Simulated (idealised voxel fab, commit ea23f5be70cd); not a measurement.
Herein follows the process module entitled voxel wiring stack.
Xsec cut, 260 nm wide, square cell size 5 nm.
Square cells in a grid make up a cross-section in this document, and the grid is given as bands, listed from the top down, each one or more rows of cells.
Top height, bottom height, nm. Materials left to right, width each, nm. Single material + "edge to edge" = fills band edge to edge. "blank" = empty.
Ref level 0: as-received wafer is one material below here. Bottom band extends down with no lower bound ("from 0 down").
The notation "30..40" denotes a width that varies across the rows of cells in the band, beginning at the first number in the top row, finishing at the second number in the bottom row, and changing by an identical amount from each row to the next.
For the purposes of this document, the phrase "stayed the same" attached to a step denotes that no cell within the cross-section was modified by that step.
In "Closed void listing" the enclosed voids are listed, meaning empty spaces of 8 cells or larger without any opening to the top. The form is width x height at distance, distance from the left edge, units nm.
Read whatever lies past the settings on a step's line as the simulator's own remark about the step.
For masked steps, "overlay nm" on the step line gives how far right of plan the mask actually lay; a minus sign means it lay to the left.
PLANNED PROCESS STEPS
1) RECEIVE | material Si
2) CONFORMAL_DEP | material SiO2 | thk nm 10
3) DIRECTIONAL_DEP | material TiN | thk nm 5
4) DIRECTIONAL_DEP | material Ru | thk nm 25
5) DIRECTIONAL_DEP | material aC | thk nm 10
6) PATTERN | tone cover | mask id METAL_1 | material resist | width nm 20 | pitch nm 50 | thk nm 25 | overlay nm 0
7) DIRECTIONAL_ETCH | etch materials aC | depth nm 10
8) STRIP | etch materials resist
9) DIRECTIONAL_ETCH | etch materials Ru | depth nm 25
10) DIRECTIONAL_ETCH | etch materials TiN | depth nm 5
11) STRIP | etch materials aC
12) CONFORMAL_DEP | material SiN | thk nm 5
13) FILL_DEP | material lowk | thk nm 10
14) CMP | height nm 40
15) CONFORMAL_DEP | material SiCN | thk nm 5
16) DIRECTIONAL_DEP | material lowk | thk nm 25
17) MASKED_ETCH | tone open | mask id METAL_2_HOLES | width nm 15 | pitch nm 50 | etch materials lowk | depth nm 25 | overlay nm 0
18) PATTERN | tone open | mask id METAL_2 | material resist | width nm 20 | pitch nm 50 | thk nm 20 | overlay nm 0
19) DIRECTIONAL_ETCH | etch materials lowk | depth nm 15
20) DIRECTIONAL_ETCH | etch materials SiCN | depth nm 5
21) STRIP | etch materials resist
22) CONFORMAL_DEP | material TiN | thk nm 5
23) FILL_DEP | material Ru | thk nm 5
24) CMP | height nm 70
25) CONFORMAL_DEP | material SiCN | thk nm 5
26) DIRECTIONAL_DEP | material lowk | thk nm 35
27) PATTERN | tone open | mask id METAL_3 | material resist | width nm 20 | pitch nm 50 | thk nm 20 | overlay nm 0
28) DIRECTIONAL_ETCH | etch materials lowk | depth nm 20
29) STRIP | etch materials resist
30) MASKED_ETCH | tone open | mask id METAL_3_HOLES | width nm 15 | pitch nm 50 | etch materials lowk | depth nm 15 | overlay nm 0
31) MASKED_ETCH | tone open | mask id METAL_3_HOLES | width nm 15 | pitch nm 50 | etch materials SiCN | depth nm 5 | overlay nm 0
32) CONFORMAL_DEP | material TiN | thk nm 5
33) FILL_DEP | material Cu | thk nm 5
34) CMP | height nm 110
35) CONFORMAL_DEP | material SiCN | thk nm 5
FIRST OF TWO WAFERS: RUN AS PLANNED
SHOWN IN CROSS-SECTION IS THE WAFER AS RECEIVED, THAT IS, AS IT STANDS AFTER STEP 1
from 0 down | Si edge to edge
Closed void listing: none
CROSS-SECTIONAL REPRESENTATION OF THE WAFER AT THE CONCLUSION OF STEP 2
from 10 to 0 | SiO2 edge to edge
Under 0: no change, same as before.
CROSS-SECTIONAL REPRESENTATION OF THE WAFER AT THE CONCLUSION OF STEP 3
from 15 to 10 | TiN edge to edge
Under 10: no change, same as before.
CROSS-SECTIONAL REPRESENTATION OF THE WAFER AT THE CONCLUSION OF STEP 4
from 40 to 15 | Ru edge to edge
Under 15: no change, same as before.
CROSS-SECTIONAL REPRESENTATION OF THE WAFER AT THE CONCLUSION OF STEP 5
from 50 to 40 | aC edge to edge
Under 40: no change, same as before.
CROSS-SECTIONAL REPRESENTATION OF THE WAFER AT THE CONCLUSION OF STEP 6
from 75 to 50 | blank 45 nm  resist 20 nm  blank 30 nm  resist 20 nm  blank 30 nm  resist 20 nm  blank 30 nm  resist 20 nm  blank 45 nm
Under 50: no change, same as before.
CROSS-SECTIONAL REPRESENTATION OF THE WAFER AT THE CONCLUSION OF STEP 7
from 65 to 50 | blank 45 nm  resist 20 nm  blank 30 nm  resist 20 nm  blank 30 nm  resist 20 nm  blank 30 nm  resist 20 nm  blank 45 nm
from 50 to 40 | blank 45 nm  aC 20 nm  blank 30 nm  aC 20 nm  blank 30 nm  aC 20 nm  blank 30 nm  aC 20 nm  blank 45 nm
Under 40: no change, same as before.
CROSS-SECTIONAL REPRESENTATION OF THE WAFER AT THE CONCLUSION OF STEP 8
from 50 to 40 | blank 45 nm  aC 20 nm  blank 30 nm  aC 20 nm  blank 30 nm  aC 20 nm  blank 30 nm  aC 20 nm  blank 45 nm
Under 40: no change, same as before.
CROSS-SECTIONAL REPRESENTATION OF THE WAFER AT THE CONCLUSION OF STEP 9
from 50 to 40 | blank 45 nm  aC 20 nm  blank 30 nm  aC 20 nm  blank 30 nm  aC 20 nm  blank 30 nm  aC 20 nm  blank 45 nm
from 40 to 15 | blank 45 nm  Ru 20 nm  blank 30 nm  Ru 20 nm  blank 30 nm  Ru 20 nm  blank 30 nm  Ru 20 nm  blank 45 nm
Under 15: no change, same as before.
CROSS-SECTIONAL REPRESENTATION OF THE WAFER AT THE CONCLUSION OF STEP 10
from 50 to 40 | blank 45 nm  aC 20 nm  blank 30 nm  aC 20 nm  blank 30 nm  aC 20 nm  blank 30 nm  aC 20 nm  blank 45 nm
from 40 to 15 | blank 45 nm  Ru 20 nm  blank 30 nm  Ru 20 nm  blank 30 nm  Ru 20 nm  blank 30 nm  Ru 20 nm  blank 45 nm
from 15 to 10 | blank 45 nm  TiN 20 nm  blank 30 nm  TiN 20 nm  blank 30 nm  TiN 20 nm  blank 30 nm  TiN 20 nm  blank 45 nm
Under 10: no change, same as before.
CROSS-SECTIONAL REPRESENTATION OF THE WAFER AT THE CONCLUSION OF STEP 11
from 40 to 15 | blank 45 nm  Ru 20 nm  blank 30 nm  Ru 20 nm  blank 30 nm  Ru 20 nm  blank 30 nm  Ru 20 nm  blank 45 nm
Under 15: no change, same as before.
CROSS-SECTIONAL REPRESENTATION OF THE WAFER AT THE CONCLUSION OF STEP 12
from 45 to 40 | blank 40 nm  SiN 30 nm  blank 20 nm  SiN 30 nm  blank 20 nm  SiN 30 nm  blank 20 nm  SiN 30 nm  blank 40 nm
from 40 to 15 | blank 40 nm  SiN 5 nm  Ru 20 nm  SiN 5 nm  blank 20 nm  SiN 5 nm  Ru 20 nm  SiN 5 nm  blank 20 nm  SiN 5 nm  Ru 20 nm  SiN 5 nm  blank 20 nm  SiN 5 nm  Ru 20 nm  SiN 5 nm  blank 40 nm
from 15 to 10 | SiN 45 nm  TiN 20 nm  SiN 30 nm  TiN 20 nm  SiN 30 nm  TiN 20 nm  SiN 30 nm  TiN 20 nm  SiN 45 nm
Under 10: no change, same as before.
CROSS-SECTIONAL REPRESENTATION OF THE WAFER AT THE CONCLUSION OF STEP 13
from 55 to 45 | lowk edge to edge
from 45 to 40 | lowk 40 nm  SiN 30 nm  lowk 20 nm  SiN 30 nm  lowk 20 nm  SiN 30 nm  lowk 20 nm  SiN 30 nm  lowk 40 nm
from 40 to 15 | lowk 40 nm  SiN 5 nm  Ru 20 nm  SiN 5 nm  lowk 20 nm  SiN 5 nm  Ru 20 nm  SiN 5 nm  lowk 20 nm  SiN 5 nm  Ru 20 nm  SiN 5 nm  lowk 20 nm  SiN 5 nm  Ru 20 nm  SiN 5 nm  lowk 40 nm
Under 15: no change, same as before.
CROSS-SECTIONAL REPRESENTATION OF THE WAFER AT THE CONCLUSION OF STEP 14
from 40 to 15 | lowk 40 nm  SiN 5 nm  Ru 20 nm  SiN 5 nm  lowk 20 nm  SiN 5 nm  Ru 20 nm  SiN 5 nm  lowk 20 nm  SiN 5 nm  Ru 20 nm  SiN 5 nm  lowk 20 nm  SiN 5 nm  Ru 20 nm  SiN 5 nm  lowk 40 nm
Under 15: no change, same as before.
CROSS-SECTIONAL REPRESENTATION OF THE WAFER AT THE CONCLUSION OF STEP 15
from 45 to 40 | SiCN edge to edge
Under 40: no change, same as before.
CROSS-SECTIONAL REPRESENTATION OF THE WAFER AT THE CONCLUSION OF STEP 16
from 70 to 45 | lowk edge to edge
Under 45: no change, same as before.
CROSS-SECTIONAL REPRESENTATION OF THE WAFER AT THE CONCLUSION OF STEP 17
from 70 to 45 | lowk 45 nm  blank 15 nm  lowk 35 nm  blank 15 nm  lowk 35 nm  blank 15 nm  lowk 35 nm  blank 15 nm  lowk 50 nm
Under 45: no change, same as before.
CROSS-SECTIONAL REPRESENTATION OF THE WAFER AT THE CONCLUSION OF STEP 18
from 90 to 70 | resist 45 nm  blank 20 nm  resist 30 nm  blank 20 nm  resist 30 nm  blank 20 nm  resist 30 nm  blank 20 nm  resist 45 nm
Under 70: no change, same as before.
CROSS-SECTIONAL REPRESENTATION OF THE WAFER AT THE CONCLUSION OF STEP 19
from 90 to 70 | resist 45 nm  blank 20 nm  resist 30 nm  blank 20 nm  resist 30 nm  blank 20 nm  resist 30 nm  blank 20 nm  resist 45 nm
from 70 to 55 | lowk 45 nm  blank 20 nm  lowk 30 nm  blank 20 nm  lowk 30 nm  blank 20 nm  lowk 30 nm  blank 20 nm  lowk 45 nm
Under 55: no change, same as before.
CROSS-SECTIONAL REPRESENTATION OF THE WAFER AT THE CONCLUSION OF STEP 20
from 90 to 70 | resist 45 nm  blank 20 nm  resist 30 nm  blank 20 nm  resist 30 nm  blank 20 nm  resist 30 nm  blank 20 nm  resist 45 nm
from 70 to 55 | lowk 45 nm  blank 20 nm  lowk 30 nm  blank 20 nm  lowk 30 nm  blank 20 nm  lowk 30 nm  blank 20 nm  lowk 45 nm
from 55 to 45 | lowk 45 nm  blank 15 nm  lowk 35 nm  blank 15 nm  lowk 35 nm  blank 15 nm  lowk 35 nm  blank 15 nm  lowk 50 nm
from 45 to 40 | SiCN 45 nm  blank 15 nm  SiCN 35 nm  blank 15 nm  SiCN 35 nm  blank 15 nm  SiCN 35 nm  blank 15 nm  SiCN 50 nm
Under 40: no change, same as before.
CROSS-SECTIONAL REPRESENTATION OF THE WAFER AT THE CONCLUSION OF STEP 21
from 70 to 55 | lowk 45 nm  blank 20 nm  lowk 30 nm  blank 20 nm  lowk 30 nm  blank 20 nm  lowk 30 nm  blank 20 nm  lowk 45 nm
Under 55: no change, same as before.
CROSS-SECTIONAL REPRESENTATION OF THE WAFER AT THE CONCLUSION OF STEP 22
from 75 to 70 | TiN 50 nm  blank 10 nm  TiN 40 nm  blank 10 nm  TiN 40 nm  blank 10 nm  TiN 40 nm  blank 10 nm  TiN 50 nm
from 70 to 60 | lowk 45 nm  TiN 5 nm  blank 10 nm  TiN 5 nm  lowk 30 nm  TiN 5 nm  blank 10 nm  TiN 5 nm  lowk 30 nm  TiN 5 nm  blank 10 nm  TiN 5 nm  lowk 30 nm  TiN 5 nm  blank 10 nm  TiN 5 nm  lowk 45 nm
from 60 to 55 | lowk 45 nm  TiN 5 nm  blank 5 nm  TiN 10 nm  lowk 30 nm  TiN 5 nm  blank 5 nm  TiN 10 nm  lowk 30 nm  TiN 5 nm  blank 5 nm  TiN 10 nm  lowk 30 nm  TiN 5 nm  blank 5 nm  TiN 10 nm  lowk 45 nm
from 55 to 45 | lowk 45 nm  TiN 5 nm  blank 5 nm  TiN 5 nm  lowk 35 nm  TiN 5 nm  blank 5 nm  TiN 5 nm  lowk 35 nm  TiN 5 nm  blank 5 nm  TiN 5 nm  lowk 35 nm  TiN 5 nm  blank 5 nm  TiN 5 nm  lowk 50 nm
from 45 to 40 | SiCN 45 nm  TiN 15 nm  SiCN 35 nm  TiN 15 nm  SiCN 35 nm  TiN 15 nm  SiCN 35 nm  TiN 15 nm  SiCN 50 nm
Under 40: no change, same as before.
CROSS-SECTIONAL REPRESENTATION OF THE WAFER AT THE CONCLUSION OF STEP 23
from 80 to 75 | Ru edge to edge
from 75 to 70 | TiN 50 nm  Ru 10 nm  TiN 40 nm  Ru 10 nm  TiN 40 nm  Ru 10 nm  TiN 40 nm  Ru 10 nm  TiN 50 nm
from 70 to 60 | lowk 45 nm  TiN 5 nm  Ru 10 nm  TiN 5 nm  lowk 30 nm  TiN 5 nm  Ru 10 nm  TiN 5 nm  lowk 30 nm  TiN 5 nm  Ru 10 nm  TiN 5 nm  lowk 30 nm  TiN 5 nm  Ru 10 nm  TiN 5 nm  lowk 45 nm
from 60 to 55 | lowk 45 nm  TiN 5 nm  Ru 5 nm  TiN 10 nm  lowk 30 nm  TiN 5 nm  Ru 5 nm  TiN 10 nm  lowk 30 nm  TiN 5 nm  Ru 5 nm  TiN 10 nm  lowk 30 nm  TiN 5 nm  Ru 5 nm  TiN 10 nm  lowk 45 nm
from 55 to 45 | lowk 45 nm  TiN 5 nm  Ru 5 nm  TiN 5 nm  lowk 35 nm  TiN 5 nm  Ru 5 nm  TiN 5 nm  lowk 35 nm  TiN 5 nm  Ru 5 nm  TiN 5 nm  lowk 35 nm  TiN 5 nm  Ru 5 nm  TiN 5 nm  lowk 50 nm
Under 45: no change, same as before.
CROSS-SECTIONAL REPRESENTATION OF THE WAFER AT THE CONCLUSION OF STEP 24
from 70 to 60 | lowk 45 nm  TiN 5 nm  Ru 10 nm  TiN 5 nm  lowk 30 nm  TiN 5 nm  Ru 10 nm  TiN 5 nm  lowk 30 nm  TiN 5 nm  Ru 10 nm  TiN 5 nm  lowk 30 nm  TiN 5 nm  Ru 10 nm  TiN 5 nm  lowk 45 nm
Under 60: no change, same as before.
CROSS-SECTIONAL REPRESENTATION OF THE WAFER AT THE CONCLUSION OF STEP 25
from 75 to 70 | SiCN edge to edge
Under 70: no change, same as before.
CROSS-SECTIONAL REPRESENTATION OF THE WAFER AT THE CONCLUSION OF STEP 26
from 110 to 75 | lowk edge to edge
Under 75: no change, same as before.
CROSS-SECTIONAL REPRESENTATION OF THE WAFER AT THE CONCLUSION OF STEP 27
from 130 to 110 | resist 45 nm  blank 20 nm  resist 30 nm  blank 20 nm  resist 30 nm  blank 20 nm  resist 30 nm  blank 20 nm  resist 45 nm
Under 110: no change, same as before.
CROSS-SECTIONAL REPRESENTATION OF THE WAFER AT THE CONCLUSION OF STEP 28
from 130 to 110 | resist 45 nm  blank 20 nm  resist 30 nm  blank 20 nm  resist 30 nm  blank 20 nm  resist 30 nm  blank 20 nm  resist 45 nm
from 110 to 90 | lowk 45 nm  blank 20 nm  lowk 30 nm  blank 20 nm  lowk 30 nm  blank 20 nm  lowk 30 nm  blank 20 nm  lowk 45 nm
Under 90: no change, same as before.
CROSS-SECTIONAL REPRESENTATION OF THE WAFER AT THE CONCLUSION OF STEP 29
from 110 to 90 | lowk 45 nm  blank 20 nm  lowk 30 nm  blank 20 nm  lowk 30 nm  blank 20 nm  lowk 30 nm  blank 20 nm  lowk 45 nm
Under 90: no change, same as before.
CROSS-SECTIONAL REPRESENTATION OF THE WAFER AT THE CONCLUSION OF STEP 30
from 110 to 90 | lowk 45 nm  blank 20 nm  lowk 30 nm  blank 20 nm  lowk 30 nm  blank 20 nm  lowk 30 nm  blank 20 nm  lowk 45 nm
from 90 to 75 | lowk 45 nm  blank 15 nm  lowk 35 nm  blank 15 nm  lowk 35 nm  blank 15 nm  lowk 35 nm  blank 15 nm  lowk 50 nm
Under 75: no change, same as before.
CROSS-SECTIONAL REPRESENTATION OF THE WAFER AT THE CONCLUSION OF STEP 31
from 110 to 90 | lowk 45 nm  blank 20 nm  lowk 30 nm  blank 20 nm  lowk 30 nm  blank 20 nm  lowk 30 nm  blank 20 nm  lowk 45 nm
from 90 to 75 | lowk 45 nm  blank 15 nm  lowk 35 nm  blank 15 nm  lowk 35 nm  blank 15 nm  lowk 35 nm  blank 15 nm  lowk 50 nm
from 75 to 70 | SiCN 45 nm  blank 15 nm  SiCN 35 nm  blank 15 nm  SiCN 35 nm  blank 15 nm  SiCN 35 nm  blank 15 nm  SiCN 50 nm
Under 70: no change, same as before.
CROSS-SECTIONAL REPRESENTATION OF THE WAFER AT THE CONCLUSION OF STEP 32
from 115 to 110 | TiN 50 nm  blank 10 nm  TiN 40 nm  blank 10 nm  TiN 40 nm  blank 10 nm  TiN 40 nm  blank 10 nm  TiN 50 nm
from 110 to 95 | lowk 45 nm  TiN 5 nm  blank 10 nm  TiN 5 nm  lowk 30 nm  TiN 5 nm  blank 10 nm  TiN 5 nm  lowk 30 nm  TiN 5 nm  blank 10 nm  TiN 5 nm  lowk 30 nm  TiN 5 nm  blank 10 nm  TiN 5 nm  lowk 45 nm
from 95 to 90 | lowk 45 nm  TiN 5 nm  blank 5 nm  TiN 10 nm  lowk 30 nm  TiN 5 nm  blank 5 nm  TiN 10 nm  lowk 30 nm  TiN 5 nm  blank 5 nm  TiN 10 nm  lowk 30 nm  TiN 5 nm  blank 5 nm  TiN 10 nm  lowk 45 nm
from 90 to 75 | lowk 45 nm  TiN 5 nm  blank 5 nm  TiN 5 nm  lowk 35 nm  TiN 5 nm  blank 5 nm  TiN 5 nm  lowk 35 nm  TiN 5 nm  blank 5 nm  TiN 5 nm  lowk 35 nm  TiN 5 nm  blank 5 nm  TiN 5 nm  lowk 50 nm
from 75 to 70 | SiCN 45 nm  TiN 15 nm  SiCN 35 nm  TiN 15 nm  SiCN 35 nm  TiN 15 nm  SiCN 35 nm  TiN 15 nm  SiCN 50 nm
Under 70: no change, same as before.
CROSS-SECTIONAL REPRESENTATION OF THE WAFER AT THE CONCLUSION OF STEP 33
from 120 to 115 | Cu edge to edge
from 115 to 110 | TiN 50 nm  Cu 10 nm  TiN 40 nm  Cu 10 nm  TiN 40 nm  Cu 10 nm  TiN 40 nm  Cu 10 nm  TiN 50 nm
from 110 to 95 | lowk 45 nm  TiN 5 nm  Cu 10 nm  TiN 5 nm  lowk 30 nm  TiN 5 nm  Cu 10 nm  TiN 5 nm  lowk 30 nm  TiN 5 nm  Cu 10 nm  TiN 5 nm  lowk 30 nm  TiN 5 nm  Cu 10 nm  TiN 5 nm  lowk 45 nm
from 95 to 90 | lowk 45 nm  TiN 5 nm  Cu 5 nm  TiN 10 nm  lowk 30 nm  TiN 5 nm  Cu 5 nm  TiN 10 nm  lowk 30 nm  TiN 5 nm  Cu 5 nm  TiN 10 nm  lowk 30 nm  TiN 5 nm  Cu 5 nm  TiN 10 nm  lowk 45 nm
from 90 to 75 | lowk 45 nm  TiN 5 nm  Cu 5 nm  TiN 5 nm  lowk 35 nm  TiN 5 nm  Cu 5 nm  TiN 5 nm  lowk 35 nm  TiN 5 nm  Cu 5 nm  TiN 5 nm  lowk 35 nm  TiN 5 nm  Cu 5 nm  TiN 5 nm  lowk 50 nm
Under 75: no change, same as before.
CROSS-SECTIONAL REPRESENTATION OF THE WAFER AT THE CONCLUSION OF STEP 34
from 110 to 95 | lowk 45 nm  TiN 5 nm  Cu 10 nm  TiN 5 nm  lowk 30 nm  TiN 5 nm  Cu 10 nm  TiN 5 nm  lowk 30 nm  TiN 5 nm  Cu 10 nm  TiN 5 nm  lowk 30 nm  TiN 5 nm  Cu 10 nm  TiN 5 nm  lowk 45 nm
Under 95: no change, same as before.
CROSS-SECTIONAL REPRESENTATION OF THE WAFER AT THE CONCLUSION OF STEP 35
from 115 to 110 | SiCN edge to edge
Under 110: no change, same as before.
SECOND WAFER: LIKE START, LIKE PLAN, ONE MISTAKE. THROUGH STEP 17 IT MATCHES THE FIRST WAFER
PLANNED END OF STEP 18: SECOND WAFER, CROSS-SECTION
from 90 to 70 | blank 45 nm  resist 20 nm  blank 30 nm  resist 20 nm  blank 30 nm  resist 20 nm  blank 30 nm  resist 20 nm  blank 45 nm
from 70 to 45 | lowk 45 nm  resist 15 nm  lowk 35 nm  resist 15 nm  lowk 35 nm  resist 15 nm  lowk 35 nm  resist 15 nm  lowk 50 nm
Under 45: no change, same as before.
PLANNED END OF STEP 19: SECOND WAFER, CROSS-SECTION
from 90 to 70 | blank 45 nm  resist 20 nm  blank 30 nm  resist 20 nm  blank 30 nm  resist 20 nm  blank 30 nm  resist 20 nm  blank 45 nm
from 70 to 55 | blank 45 nm  resist 15 nm  lowk 5 nm  blank 30 nm  resist 15 nm  lowk 5 nm  blank 30 nm  resist 15 nm  lowk 5 nm  blank 30 nm  resist 15 nm  lowk 5 nm  blank 45 nm
Under 55: no change, same as before.
Planned end of step 20: second wafer, cross-section: stayed the same
PLANNED END OF STEP 21: SECOND WAFER, CROSS-SECTION
from 70 to 55 | blank 60 nm  lowk 5 nm  blank 45 nm  lowk 5 nm  blank 45 nm  lowk 5 nm  blank 45 nm  lowk 5 nm  blank 45 nm
from 55 to 45 | lowk 45 nm  blank 15 nm  lowk 35 nm  blank 15 nm  lowk 35 nm  blank 15 nm  lowk 35 nm  blank 15 nm  lowk 50 nm
Under 45: no change, same as before.
PLANNED END OF STEP 22: SECOND WAFER, CROSS-SECTION
from 75 to 70 | blank 55 nm  TiN 15 nm  blank 35 nm  TiN 15 nm  blank 35 nm  TiN 15 nm  blank 35 nm  TiN 15 nm  blank 40 nm
from 70 to 60 | blank 55 nm  TiN 5 nm  lowk 5 nm  TiN 5 nm  blank 35 nm  TiN 5 nm  lowk 5 nm  TiN 5 nm  blank 35 nm  TiN 5 nm  lowk 5 nm  TiN 5 nm  blank 35 nm  TiN 5 nm  lowk 5 nm  TiN 5 nm  blank 40 nm
from 60 to 55 | TiN 50 nm  blank 5 nm  TiN 5 nm  lowk 5 nm  TiN 35 nm  blank 5 nm  TiN 5 nm  lowk 5 nm  TiN 35 nm  blank 5 nm  TiN 5 nm  lowk 5 nm  TiN 35 nm  blank 5 nm  TiN 5 nm  lowk 5 nm  TiN 45 nm
from 55 to 50 | lowk 45 nm  TiN 5 nm  blank 5 nm  TiN 5 nm  lowk 35 nm  TiN 5 nm  blank 5 nm  TiN 5 nm  lowk 35 nm  TiN 5 nm  blank 5 nm  TiN 5 nm  lowk 35 nm  TiN 5 nm  blank 5 nm  TiN 5 nm  lowk 50 nm
from 50 to 45 | lowk 45 nm  TiN 15 nm  lowk 35 nm  TiN 15 nm  lowk 35 nm  TiN 15 nm  lowk 35 nm  TiN 15 nm  lowk 50 nm
Under 45: no change, same as before.
PLANNED END OF STEP 23: SECOND WAFER, CROSS-SECTION
from 80 to 75 | Ru edge to edge
from 75 to 70 | Ru 55 nm  TiN 15 nm  Ru 35 nm  TiN 15 nm  Ru 35 nm  TiN 15 nm  Ru 35 nm  TiN 15 nm  Ru 40 nm
from 70 to 60 | Ru 55 nm  TiN 5 nm  lowk 5 nm  TiN 5 nm  Ru 35 nm  TiN 5 nm  lowk 5 nm  TiN 5 nm  Ru 35 nm  TiN 5 nm  lowk 5 nm  TiN 5 nm  Ru 35 nm  TiN 5 nm  lowk 5 nm  TiN 5 nm  Ru 40 nm
from 60 to 55 | TiN 50 nm  Ru 5 nm  TiN 5 nm  lowk 5 nm  TiN 35 nm  Ru 5 nm  TiN 5 nm  lowk 5 nm  TiN 35 nm  Ru 5 nm  TiN 5 nm  lowk 5 nm  TiN 35 nm  Ru 5 nm  TiN 5 nm  lowk 5 nm  TiN 45 nm
from 55 to 50 | lowk 45 nm  TiN 5 nm  Ru 5 nm  TiN 5 nm  lowk 35 nm  TiN 5 nm  Ru 5 nm  TiN 5 nm  lowk 35 nm  TiN 5 nm  Ru 5 nm  TiN 5 nm  lowk 35 nm  TiN 5 nm  Ru 5 nm  TiN 5 nm  lowk 50 nm
Under 50: no change, same as before.
PLANNED END OF STEP 24: SECOND WAFER, CROSS-SECTION
from 70 to 60 | Ru 55 nm  TiN 5 nm  lowk 5 nm  TiN 5 nm  Ru 35 nm  TiN 5 nm  lowk 5 nm  TiN 5 nm  Ru 35 nm  TiN 5 nm  lowk 5 nm  TiN 5 nm  Ru 35 nm  TiN 5 nm  lowk 5 nm  TiN 5 nm  Ru 40 nm
Under 60: no change, same as before.
PLANNED END OF STEP 25: SECOND WAFER, CROSS-SECTION
from 75 to 70 | SiCN edge to edge
Under 70: no change, same as before.
PLANNED END OF STEP 26: SECOND WAFER, CROSS-SECTION
from 110 to 75 | lowk edge to edge
Under 75: no change, same as before.
PLANNED END OF STEP 27: SECOND WAFER, CROSS-SECTION
from 130 to 110 | resist 45 nm  blank 20 nm  resist 30 nm  blank 20 nm  resist 30 nm  blank 20 nm  resist 30 nm  blank 20 nm  resist 45 nm
Under 110: no change, same as before.
PLANNED END OF STEP 28: SECOND WAFER, CROSS-SECTION
from 130 to 110 | resist 45 nm  blank 20 nm  resist 30 nm  blank 20 nm  resist 30 nm  blank 20 nm  resist 30 nm  blank 20 nm  resist 45 nm
from 110 to 90 | lowk 45 nm  blank 20 nm  lowk 30 nm  blank 20 nm  lowk 30 nm  blank 20 nm  lowk 30 nm  blank 20 nm  lowk 45 nm
Under 90: no change, same as before.
PLANNED END OF STEP 29: SECOND WAFER, CROSS-SECTION
from 110 to 90 | lowk 45 nm  blank 20 nm  lowk 30 nm  blank 20 nm  lowk 30 nm  blank 20 nm  lowk 30 nm  blank 20 nm  lowk 45 nm
Under 90: no change, same as before.
PLANNED END OF STEP 30: SECOND WAFER, CROSS-SECTION
from 110 to 90 | lowk 45 nm  blank 20 nm  lowk 30 nm  blank 20 nm  lowk 30 nm  blank 20 nm  lowk 30 nm  blank 20 nm  lowk 45 nm
from 90 to 75 | lowk 45 nm  blank 15 nm  lowk 35 nm  blank 15 nm  lowk 35 nm  blank 15 nm  lowk 35 nm  blank 15 nm  lowk 50 nm
Under 75: no change, same as before.
PLANNED END OF STEP 31: SECOND WAFER, CROSS-SECTION
from 110 to 90 | lowk 45 nm  blank 20 nm  lowk 30 nm  blank 20 nm  lowk 30 nm  blank 20 nm  lowk 30 nm  blank 20 nm  lowk 45 nm
from 90 to 75 | lowk 45 nm  blank 15 nm  lowk 35 nm  blank 15 nm  lowk 35 nm  blank 15 nm  lowk 35 nm  blank 15 nm  lowk 50 nm
from 75 to 70 | SiCN 45 nm  blank 15 nm  SiCN 35 nm  blank 15 nm  SiCN 35 nm  blank 15 nm  SiCN 35 nm  blank 15 nm  SiCN 50 nm
Under 70: no change, same as before.
PLANNED END OF STEP 32: SECOND WAFER, CROSS-SECTION
from 115 to 110 | TiN 50 nm  blank 10 nm  TiN 40 nm  blank 10 nm  TiN 40 nm  blank 10 nm  TiN 40 nm  blank 10 nm  TiN 50 nm
from 110 to 95 | lowk 45 nm  TiN 5 nm  blank 10 nm  TiN 5 nm  lowk 30 nm  TiN 5 nm  blank 10 nm  TiN 5 nm  lowk 30 nm  TiN 5 nm  blank 10 nm  TiN 5 nm  lowk 30 nm  TiN 5 nm  blank 10 nm  TiN 5 nm  lowk 45 nm
from 95 to 90 | lowk 45 nm  TiN 5 nm  blank 5 nm  TiN 10 nm  lowk 30 nm  TiN 5 nm  blank 5 nm  TiN 10 nm  lowk 30 nm  TiN 5 nm  blank 5 nm  TiN 10 nm  lowk 30 nm  TiN 5 nm  blank 5 nm  TiN 10 nm  lowk 45 nm
from 90 to 75 | lowk 45 nm  TiN 5 nm  blank 5 nm  TiN 5 nm  lowk 35 nm  TiN 5 nm  blank 5 nm  TiN 5 nm  lowk 35 nm  TiN 5 nm  blank 5 nm  TiN 5 nm  lowk 35 nm  TiN 5 nm  blank 5 nm  TiN 5 nm  lowk 50 nm
from 75 to 70 | SiCN 45 nm  TiN 15 nm  SiCN 35 nm  TiN 15 nm  SiCN 35 nm  TiN 15 nm  SiCN 35 nm  TiN 15 nm  SiCN 50 nm
Under 70: no change, same as before.
PLANNED END OF STEP 33: SECOND WAFER, CROSS-SECTION
from 120 to 115 | Cu edge to edge
from 115 to 110 | TiN 50 nm  Cu 10 nm  TiN 40 nm  Cu 10 nm  TiN 40 nm  Cu 10 nm  TiN 40 nm  Cu 10 nm  TiN 50 nm
from 110 to 95 | lowk 45 nm  TiN 5 nm  Cu 10 nm  TiN 5 nm  lowk 30 nm  TiN 5 nm  Cu 10 nm  TiN 5 nm  lowk 30 nm  TiN 5 nm  Cu 10 nm  TiN 5 nm  lowk 30 nm  TiN 5 nm  Cu 10 nm  TiN 5 nm  lowk 45 nm
from 95 to 90 | lowk 45 nm  TiN 5 nm  Cu 5 nm  TiN 10 nm  lowk 30 nm  TiN 5 nm  Cu 5 nm  TiN 10 nm  lowk 30 nm  TiN 5 nm  Cu 5 nm  TiN 10 nm  lowk 30 nm  TiN 5 nm  Cu 5 nm  TiN 10 nm  lowk 45 nm
from 90 to 75 | lowk 45 nm  TiN 5 nm  Cu 5 nm  TiN 5 nm  lowk 35 nm  TiN 5 nm  Cu 5 nm  TiN 5 nm  lowk 35 nm  TiN 5 nm  Cu 5 nm  TiN 5 nm  lowk 35 nm  TiN 5 nm  Cu 5 nm  TiN 5 nm  lowk 50 nm
Under 75: no change, same as before.
PLANNED END OF STEP 34: SECOND WAFER, CROSS-SECTION
from 110 to 95 | lowk 45 nm  TiN 5 nm  Cu 10 nm  TiN 5 nm  lowk 30 nm  TiN 5 nm  Cu 10 nm  TiN 5 nm  lowk 30 nm  TiN 5 nm  Cu 10 nm  TiN 5 nm  lowk 30 nm  TiN 5 nm  Cu 10 nm  TiN 5 nm  lowk 45 nm
Under 95: no change, same as before.
PLANNED END OF STEP 35: SECOND WAFER, CROSS-SECTION
from 115 to 110 | SiCN edge to edge
Under 110: no change, same as before.
What went wrong in running the wafer? step 18 ran with different settings than intended, the actual operation and settings being PATTERN | tone cover | mask id METAL_2 | material resist | width nm 20 | pitch nm 50 | thk nm 20 | overlay nm 0
At the finish, the second wafer shows more or fewer cells for some materials than the first does: +60 Ru; +12 SiCN; +24 TiN; -96 lowk
